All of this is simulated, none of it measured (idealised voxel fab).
Presented below is a process module, voxel air gaps.
The cross-section on display is named cut; it measures 215 nm wide, and its cells are 5 nm squares.
Throughout this document, each cross-section is represented as a grid of square cells and is presented as a sequence of bands enumerated from the top downward, where a band comprises one or more rows of cells.
Read a band's entry like this: the first values are the height of its top and the height of its bottom in nm, and what follows is the sequence of materials from left to right, each with its width in nm. Note that "air" is empty space, and that a single material marked "everywhere" reaches across the band from edge to edge.
The reference from which all heights are counted is 0, the level beneath which the as-received wafer is entirely one material; the lowest band, having no lower bound, proceeds downward and is written after the example "top 0, no bottom".
It should be noted that a width expressed as "30..40" varies in equal increments from row to row of cells within the band, taking the value of the first number at the top row and that of the second number at the bottom row.
Reading "remained unchanged" for a step: not a cell of the cross-section changed in it.
So "Voids lacking openings" is basically the list of trapped voids: any empty space of 8 cells or more that can't reach the top through an opening. They're written width x height at distance, the distance being from the left edge, and it's all nm.
Note: text after step settings on the step line = simulator remark on that step.
A step line may carry the setting "overlay nm", which, for steps involving a mask, states the distance by which the mask lay to the right of its intended position; negative values denote displacement to the left.
PLANNED PROCESS STEPS
- 1: RECEIVE, material Si
- 2: CONFORMAL_DEP, material SiO2, thk nm 10
- 3: CONFORMAL_DEP, material SiN, thk nm 5
- 4: DIRECTIONAL_DEP, material SiO2, thk nm 40
- 5: DIRECTIONAL_DEP, material aC, thk nm 10
- 6: PATTERN, tone open, mask id LINES, material resist, width nm 20, pitch nm 45, thk nm 25, overlay nm 0
- 7: DIRECTIONAL_ETCH, etch materials aC, depth nm 10
- 8: STRIP, etch materials resist
- 9: DIRECTIONAL_ETCH, etch materials SiO2, depth nm 40
- 10: STRIP, etch materials aC
- 11: CONFORMAL_DEP, material TiN, thk nm 5
- 12: FILL_DEP, material Ru, thk nm 5
- 13: CMP, height nm 55
- 14: EPI, material Ru, thk nm 10
- 15: SELECTIVE_ETCH, etch materials SiO2, depth nm 50
- 16: CONFORMAL_DEP, material SiN, thk nm 5
WAFER CROSS-SECTION ON RECEIPT, I.E. AFTER STEP 1
* top 0, no bottom: Si everywhere
* Voids lacking openings: none
WAFER CROSS-SECTION AT END OF MODULE: START AND PLAN AS SHOWN ABOVE, ONE EXECUTION ERROR
* top 70, bottom 65: air 15 nm / SiN 185 nm / air 15 nm
* top 65, bottom 55: air 15 nm / SiN 5 nm / Ru 40 nm / SiN 5 nm / Ru 40 nm / SiN 5 nm / Ru 40 nm / SiN 5 nm / Ru 40 nm / SiN 5 nm / air 15 nm
* top 55, bottom 50: air 15 nm / SiN 15 nm / TiN 5 nm / Ru 10 nm / TiN 5 nm / SiN 25 nm / TiN 5 nm / Ru 10 nm / TiN 5 nm / SiN 25 nm / TiN 5 nm / Ru 10 nm / TiN 5 nm / SiN 25 nm / TiN 5 nm / Ru 10 nm / TiN 5 nm / SiN 15 nm / air 15 nm
* top 50, bottom 20: air 25 nm / SiN 5 nm / TiN 5 nm / Ru 10 nm / TiN 5 nm / SiN 5 nm / air 15 nm / SiN 5 nm / TiN 5 nm / Ru 10 nm / TiN 5 nm / SiN 5 nm / air 15 nm / SiN 5 nm / TiN 5 nm / Ru 10 nm / TiN 5 nm / SiN 5 nm / air 15 nm / SiN 5 nm / TiN 5 nm / Ru 10 nm / TiN 5 nm / SiN 5 nm / air 25 nm
* top 20, bottom 15: SiN 30 nm / TiN 20 nm / SiN 25 nm / TiN 20 nm / SiN 25 nm / TiN 20 nm / SiN 25 nm / TiN 20 nm / SiN 30 nm
* top 15, bottom 10: SiN everywhere
* top 10, bottom 0: aC everywhere
* top 0, no bottom: Si everywhere
* Voids lacking openings: 15 x 30 at 55; 15 x 30 at 100; 15 x 30 at 145
The plan and the run diverged here: so step 2 ended up running with a different setting than we planned, it ran as CONFORMAL_DEP, material aC, thk nm 10
